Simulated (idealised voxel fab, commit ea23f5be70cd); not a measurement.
The document below concerns the process module designated voxel capacitor over wiring.
The cross-section on display is named cut; it measures 290 nm wide, and its cells are 5 nm squares.
Cross-section = grid of square cells, listed top down in bands; band = one or more rows. A band entry consists of two parts. The first gives the height of the band's top and the height of its bottom, in nm. The rest lists the band's materials from left to right, each with its width in nm. A single material labelled with the word "edge to edge" fills the band from edge to edge, and the word "blank" marks empty space. A quick word on heights: they are counted from 0, and under that level the wafer as it came to us is one material throughout. The lowest band is different from the rest in having no bottom; it simply continues downward, written as in "from 0 down". The expression "30..40" gives the width at the extremes of the band, the first number at its top row of cells and the second at its bottom row, with the width changing by equal amounts from each row to the next in between. The designation "remained unchanged", where it is given for a processing step, indicates that no cell of the cross-section was altered in the course of that step. Closed-off voids of 8+ cells (no open route to the top) go in "Closed void inventory", written width x height at distance from the left edge, in nm. What comes after the settings on a step's line is commentary from the simulator itself on that step. If you see "overlay nm" on a step's line and that step has a mask, it's telling you how far right of where it was planned the mask ended up; a negative number means it went left instead.

The planned process steps are enumerated hereunder:
- 1: RECEIVE, material Si
- 2: CONFORMAL_DEP, material SiO2, thk nm 10
- 3: DIRECTIONAL_DEP, material TiN, thk nm 5
- 4: DIRECTIONAL_DEP, material W, thk nm 25
- 5: MASKED_ETCH, tone cover, mask id METAL_1, width nm 20, pitch nm 90, etch materials W, depth nm 25, overlay nm 0
- 6: MASKED_ETCH, tone cover, mask id METAL_1, width nm 20, pitch nm 90, etch materials TiN, depth nm 5, overlay nm -15
- 7: FILL_DEP, material SiO2, thk nm 10
- 8: CMP, height nm 40
- 9: CONFORMAL_DEP, material SiCN, thk nm 5
- 10: DIRECTIONAL_DEP, material SiO2, thk nm 20
- 11: MASKED_ETCH, tone open, mask id PLUG_1, width nm 15, etch materials SiO2, depth nm 20, overlay nm 0
- 12: MASKED_ETCH, tone open, mask id PLUG_1, width nm 15, etch materials SiCN, depth nm 5, overlay nm 0
- 13: EPI, material Ru, thk nm 10
- 14: EPI, material Ru, thk nm 10
- 15: EPI, material Ru, thk nm 5
- 16: DIRECTIONAL_DEP, material TiN, thk nm 10
- 17: DIRECTIONAL_DEP, material HfO2, thk nm 5
- 18: DIRECTIONAL_DEP, material TiN, thk nm 5
- 19: MASKED_ETCH, tone cover, mask id UPPER_PLATE, width nm 75, etch materials TiN, depth nm 5, overlay nm 0
- 20: MASKED_ETCH, tone cover, mask id UPPER_PLATE, width nm 75, etch materials HfO2, depth nm 5, overlay nm 0
- 21: DIRECTIONAL_DEP, material aC, thk nm 15
- 22: PATTERN, tone cover, mask id LOWER_PLATE, material resist, width nm 85, thk nm 30, overlay nm 0
- 23: DIRECTIONAL_ETCH, etch materials aC, depth nm 15
- 24: STRIP, etch materials resist
- 25: DIRECTIONAL_ETCH, etch materials TiN, depth nm 10
- 26: STRIP, etch materials aC
- 27: FILL_DEP, material SiO2, thk nm 15
- 28: CMP, height nm 95
- 29: DIRECTIONAL_DEP, material aC, thk nm 15
- 30: PATTERN, tone open, mask id PLUG_2, material resist, width nm 15, thk nm 30, overlay nm 0
- 31: DIRECTIONAL_ETCH, etch materials aC, depth nm 15
- 32: STRIP, etch materials resist
- 33: DIRECTIONAL_ETCH, etch materials SiO2, depth nm 10
- 34: STRIP, etch materials aC
- 35: CONFORMAL_DEP, material TiN, thk nm 5
- 36: FILL_DEP, material W, thk nm 5
- 37: CMP, height nm 95
- 38: CONFORMAL_DEP, material SiCN, thk nm 5
All wafers enter the flow in the same state. The overlay nm at step 6 differs from wafer to wafer, and the plan gives the value for the first wafer.

Cross-section of the first of several wafers on receipt, reflecting completion of step 1:
- from 0 down = Si edge to edge
- Closed void inventory: none

Take a look at the first of several wafers in cross-section: the module is done, and step 38 was its last step:
- from 100 to 95 = SiCN edge to edge
- from 95 to 90 = 105 of SiO2; 5 of TiN; 5 of W; 5 of TiN; 170 of SiO2
- from 90 to 80 = 105..95 of SiO2; 15..75 of TiN; 170..120 of SiO2
- from 80 to 75 = 95 of SiO2; 75 of HfO2; 120 of SiO2
- from 75 to 65 = 90 of SiO2; 85 of TiN; 115 of SiO2
- from 65 to 45 = 95 of SiO2; 15 of Ru; 180 of SiO2
- from 45 to 40 = 95 of SiCN; 15 of Ru; 180 of SiCN
- from 40 to 15 = 90 of SiO2; 20 of W; 70 of SiO2; 20 of W; 90 of SiO2
- from 15 to 10 = 75 of SiO2; 35 of TiN; 55 of SiO2; 35 of TiN; 90 of SiO2
- from 10 to 0 = SiO2 edge to edge
- from 0 down = Si edge to edge
- Closed void inventory: none

Last wafer, end of module, cross-section:
- from 100 to 95 = SiCN edge to edge
- from 95 to 90 = 105 of SiO2; 5 of TiN; 5 of W; 5 of TiN; 170 of SiO2
- from 90 to 80 = 105..95 of SiO2; 15..75 of TiN; 170..120 of SiO2
- from 80 to 75 = 95 of SiO2; 75 of HfO2; 120 of SiO2
- from 75 to 65 = 90 of SiO2; 85 of TiN; 115 of SiO2
- from 65 to 45 = 95 of SiO2; 15 of Ru; 180 of SiO2
- from 45 to 40 = 95 of SiCN; 15 of Ru; 180 of SiCN
- from 40 to 15 = 90 of SiO2; 20 of W; 70 of SiO2; 20 of W; 90 of SiO2
- from 15 to 10 = 90 of SiO2; 35 of TiN; 55 of SiO2; 35 of TiN; 75 of SiO2
- from 10 to 0 = SiO2 edge to edge
- from 0 down = Si edge to edge
- Closed void inventory: none

Per-wafer rows below. For each material: cells gained (+) or lost (-) since the wafer was received, as of end of module. Then: closed voids:
overlay nm -15, +15 HfO2, +15 Ru, +113 SiCN, +908 SiO2, +68 TiN, +41 W, Closed void inventory: none
overlay nm -10, +15 HfO2, +15 Ru, +113 SiCN, +910 SiO2, +66 TiN, +41 W, Closed void inventory: none
overlay nm -5, +15 HfO2, +15 Ru, +113 SiCN, +912 SiO2, +64 TiN, +41 W, Closed void inventory: none
overlay nm 0, +15 HfO2, +15 Ru, +113 SiCN, +914 SiO2, +62 TiN, +41 W, Closed void inventory: none
overlay nm 5, +15 HfO2, +15 Ru, +113 SiCN, +912 SiO2, +64 TiN, +41 W, Closed void inventory: none
overlay nm 10, +15 HfO2, +15 Ru, +113 SiCN, +910 SiO2, +66 TiN, +41 W, Closed void inventory: none
overlay nm 15, +15 HfO2, +15 Ru, +113 SiCN, +908 SiO2, +68 TiN, +41 W, Closed void inventory: none
